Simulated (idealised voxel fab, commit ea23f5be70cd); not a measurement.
process module | voxel fin reveal
cross-section cut | 220 nm wide | cells 5 nm
A cross-section is a grid of square cells, given in bands from the top down. A band is one or more rows of cells.
Each band's line starts with the height of the band's top and of its bottom, in nm. Then come its materials from left to right, each with its width in nm. One material with "throughout" fills the band from edge to edge. "air" is empty space.
Height 0 is the level under which the wafer as received is all one material. The lowest band goes on downwards, as in "0 down".
A width such as "30 to 40" changes by the same amount from each row of cells to the next, from the band's top row to its bottom row.
"no change" after a step means that no cell of the cross-section changed.
closed voids: empty space of 8 cells or more with no open way to the top, each as width x height at its distance from the left edge, in nm
after a step's settings: what the simulator itself notes on the step
overlay nm, on a step with a mask: how far to the right of its planned place the mask lay; to the left if negative
plan
1 op RECEIVE | material Si
2 op CONFORMAL_DEP | material SiN | thk nm 10
3 op MASKED_ETCH | tone cover | mask id FINS | width nm 15 | pitch nm 45 | etch materials SiN | depth nm 10 | overlay nm 0
4 op MASKED_ETCH | tone cover | mask id FINS | width nm 15 | pitch nm 45 | etch materials Si | depth nm 35 | overlay nm 0
5 op OXIDIZE | depth nm 5
6 op FILL_DEP | material SiO2 | thk nm 10
7 op CMP | height nm 10
8 op SELECTIVE_ETCH | etch materials SiO2 | depth nm 35
9 op STRIP | etch materials SiN
as received, after step 1
  0 down: Si throughout
  closed voids: none
first wafer at the end, as planned
  0 to -25: air 85 | Si 5 | air 40 | Si 5 | air 85
  -25 to -40: SiO2 85 | Si 5 | SiO2 40 | Si 5 | SiO2 85
  -40 down: Si throughout
  closed voids: none
second wafer at the end: like start, like plan, one mistake
  0 to -40: air 85 | Si 5 | air 40 | Si 5 | air 85
  -40 down: Si throughout
  closed voids: none
what went wrong: step 8 was run twice
at the end the second wafer has, in cells: 126 fewer of SiO2
